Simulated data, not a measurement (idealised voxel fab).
Process module heading - voxel wiring stack
The cross-section shown here is cut; it is 260 nm wide and divided into square cells measuring 5 nm on a side.
Just so we're on the same page, the cross-sections are grids of square cells, and they're listed out in bands top to bottom, each band one or more rows deep. Heads up on the band format: heights come first, top then bottom, in nm. After that it's the materials left to right, each with its width in nm. A single material flagged "full width" fills the whole band edge to edge, and "empty" means there's empty space there. For the purposes of this specification, 0 denotes the height below which the wafer in its as-received condition is composed wholly of one material, and the lowermost band, lacking a lower limit, extends downward without end, as expressed in "top 0, no bottom". The notation "30->40" denotes a width that varies across the rows of cells in the band, beginning at the first number in the top row, finishing at the second number in the bottom row, and changing by an identical amount from each row to the next. Any step labelled "nothing got changed" changed none of the cells in the cross-section. So "Enclosed cavity list" is basically the list of trapped voids: any empty space of 8 cells or more that can't reach the top through an opening. They're written width x height at distance, the distance being from the left edge, and it's all nm. Post-settings text on a step line: simulator's own remark regarding the step. A step's line can hold "overlay nm"; with a mask on that step, the setting says how far right of the planned place the mask lay, while a negative setting says it lay to the left.

## Here's what the planned process steps look like
1) op RECEIVE | material Si
2) op CONFORMAL_DEP | material SiO2 | thk nm 10
3) op CONFORMAL_DEP | material SiCN | thk nm 5
4) op DIRECTIONAL_DEP | material SiO2 | thk nm 25
5) op MASKED_ETCH | tone open | mask id METAL_1 | width nm 30 | pitch nm 55 | etch materials SiO2 | depth nm 25 | overlay nm 0
6) op MASKED_ETCH | tone open | mask id METAL_1 | width nm 30 | pitch nm 55 | etch materials SiCN | depth nm 5 | overlay nm 0
7) op CONFORMAL_DEP | material TiN | thk nm 5
8) op FILL_DEP | material Cu | thk nm 5
9) op CMP | height nm 40
10) op CONFORMAL_DEP | material SiCN | thk nm 5
11) op DIRECTIONAL_DEP | material SiO2 | thk nm 35
12) op PATTERN | tone open | mask id METAL_2_HOLES | material resist | width nm 15 | pitch nm 55 | thk nm 15 | overlay nm 0
13) op DIRECTIONAL_ETCH | etch materials SiO2 | depth nm 35
14) op STRIP | etch materials resist
15) op PATTERN | tone open | mask id METAL_2 | material resist | width nm 30 | pitch nm 55 | thk nm 20 | overlay nm 0
16) op DIRECTIONAL_ETCH | etch materials SiO2 | depth nm 20
17) op DIRECTIONAL_ETCH | etch materials SiCN | depth nm 5
18) op STRIP | etch materials resist
19) op CONFORMAL_DEP | material TiN | thk nm 5
20) op FILL_DEP | material Ru | thk nm 5
21) op CMP | height nm 80
22) op CONFORMAL_DEP | material SiCN | thk nm 5
23) op DIRECTIONAL_DEP | material SiO2 | thk nm 25
24) op PATTERN | tone open | mask id METAL_3 | material resist | width nm 30 | pitch nm 55 | thk nm 15 | overlay nm 0
25) op DIRECTIONAL_ETCH | etch materials SiO2 | depth nm 15
26) op STRIP | etch materials resist
27) op PATTERN | tone open | mask id METAL_3_HOLES | material resist | width nm 15 | pitch nm 55 | thk nm 20 | overlay nm 0
28) op DIRECTIONAL_ETCH | etch materials SiO2 | depth nm 10
29) op DIRECTIONAL_ETCH | etch materials SiCN | depth nm 5
30) op STRIP | etch materials resist
31) op CONFORMAL_DEP | material TiN | thk nm 5
32) op FILL_DEP | material Ru | thk nm 5
33) op CMP | height nm 110
34) op CONFORMAL_DEP | material SiCN | thk nm 5

## Cross-section: wafer on arrival = after step 1
- top 0, no bottom  Si full width
- Enclosed cavity list: none

## This is how the wafer looks in cross-section once the module is done, given the starting state and plan above and one mistake in carrying the plan out
- top 115, bottom 110  SiCN full width
- top 110, bottom 105  Ru full width
- top 105, bottom 100  TiN=35, then Ru=20, then TiN=35, then Ru=20, then TiN=35, then Ru=20, then TiN=35, then Ru=20, then TiN=40
- top 100, bottom 85  SiO2=30, then TiN=5, then Ru=20, then TiN=5, then SiO2=25, then TiN=5, then Ru=20, then TiN=5, then SiO2=25, then TiN=5, then Ru=20, then TiN=5, then SiO2=25, then TiN=5, then Ru=20, then TiN=5, then SiO2=35
- top 85, bottom 80  SiCN=30, then TiN=30, then SiCN=25, then TiN=30, then SiCN=25, then TiN=30, then SiCN=25, then TiN=30, then SiCN=35
- top 80, bottom 65  SiO2=30, then TiN=5, then Ru=20, then TiN=5, then SiO2=25, then TiN=5, then Ru=20, then TiN=5, then SiO2=25, then TiN=5, then Ru=20, then TiN=5, then SiO2=25, then TiN=5, then Ru=20, then TiN=5, then SiO2=35
- top 65, bottom 60  SiO2=30, then TiN=5, then Ru=5, then TiN=20, then SiO2=25, then TiN=5, then Ru=5, then TiN=20, then SiO2=25, then TiN=5, then Ru=5, then TiN=20, then SiO2=25, then TiN=5, then Ru=5, then TiN=20, then SiO2=35
- top 60, bottom 45  SiO2=30, then TiN=5, then Ru=5, then TiN=5, then SiO2=40, then TiN=5, then Ru=5, then TiN=5, then SiO2=40, then TiN=5, then Ru=5, then TiN=5, then SiO2=40, then TiN=5, then Ru=5, then TiN=5, then SiO2=50
- top 45, bottom 40  SiCN=30, then TiN=15, then SiCN=40, then TiN=15, then SiCN=40, then TiN=15, then SiCN=40, then TiN=15, then SiCN=50
- top 40, bottom 15  SiO2=30, then TiN=5, then Cu=20, then TiN=5, then SiO2=25, then TiN=5, then Cu=20, then TiN=5, then SiO2=25, then TiN=5, then Cu=20, then TiN=5, then SiO2=25, then TiN=5, then Cu=20, then TiN=5, then SiO2=35
- top 15, bottom 10  SiCN=30, then TiN=30, then SiCN=25, then TiN=30, then SiCN=25, then TiN=30, then SiCN=25, then TiN=30, then SiCN=35
- top 10, bottom 0  SiO2 full width
- top 0, no bottom  Si full width
- Enclosed cavity list: none
Misprocessing identified: plan step 27 never ran because it was skipped
